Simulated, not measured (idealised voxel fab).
Process module heading - voxel spacer lines
Cross-section cut: width 205 nm, square cells of 5 nm.
The cross-sections in this document take the form of a grid made of square cells. They are written out as bands, in order from top to bottom. Each band consists of one or more rows of cells.
A band entry consists of two parts. The first gives the height of the band's top and the height of its bottom, in nm. The rest lists the band's materials from left to right, each with its width in nm. A single material labelled with the word "everywhere" fills the band from edge to edge, and the word "empty" marks empty space.
Heights are expressed relative to 0, this being the level below which the as-received wafer comprises one material exclusively. The lowest band is unbounded in the downward direction and is denoted as in "0..down".
A width such as "30 to 40" changes by the same amount from each row of cells to the next, from the band's top row to its bottom row.
"identical to before" -> step changed no cross-section cell.
Enclosed voids (no open way to top), threshold 8 cells or more, entry "Enclosed void listing", notation width x height at distance, distance from left edge, nm.
The remark found on a step's line after its settings is issued by the simulator itself and pertains to that step.
A step line may carry the setting "overlay nm", which, for steps involving a mask, states the distance by which the mask lay to the right of its intended position; negative values denote displacement to the left.

**Planned step list for the process**
- 1: RECEIVE (material Si)
- 2: CONFORMAL_DEP (material Al2O3; thk nm 5)
- 3: DIRECTIONAL_DEP (material polySi; thk nm 20)
- 4: DIRECTIONAL_DEP (material aC; thk nm 20)
- 5: PATTERN (tone cover; mask id MANDREL; material resist; width nm 25; pitch nm 70; thk nm 30; overlay nm 0)
- 6: DIRECTIONAL_ETCH (etch materials aC; depth nm 20)
- 7: STRIP (etch materials resist)
- 8: CONFORMAL_DEP (material SiN; thk nm 10)
- 9: DIRECTIONAL_ETCH (etch materials SiN; depth nm 10)
- 10: STRIP (etch materials aC)
- 11: DIRECTIONAL_ETCH (etch materials polySi; depth nm 20)
- 12: STRIP (etch materials SiN)
- 13: FILL_DEP (material SiO2; thk nm 10)
- 14: CMP (height nm 25)

**Cross-section of the wafer at receipt, which is the condition after step 1**
	0..down | Si everywhere
	Enclosed void listing: none

**The first of the two wafers as seen in cross-section once the module was finished; processing followed the plan**
	25..5 | 45 nm SiO2; 10 nm polySi; 25 nm SiO2; 10 nm polySi; 25 nm SiO2; 10 nm polySi; 25 nm SiO2; 10 nm polySi; 45 nm SiO2
	5..0 | Al2O3 everywhere
	0..down | Si everywhere
	Enclosed void listing: none

**Cross-sectional image of the second wafer of the two following completion of the module. Starting state and process plan were the same as for the first wafer; one execution error occurred**
	25..5 | 50 nm SiO2; 10 nm polySi; 20 nm SiO2; 10 nm polySi; 30 nm SiO2; 10 nm polySi; 20 nm SiO2; 10 nm polySi; 45 nm SiO2
	5..0 | Al2O3 everywhere
	0..down | Si everywhere
	Enclosed void listing: none
Nonconformance to the process plan: step 5 did not use the planned setting and instead ran as PATTERN (tone cover; mask id MANDREL; material resist; width nm 20; pitch nm 70; thk nm 30; overlay nm 0)
Tallied in cells, the final second wafer holds each material in the same quantity as the first, although not at the same places.
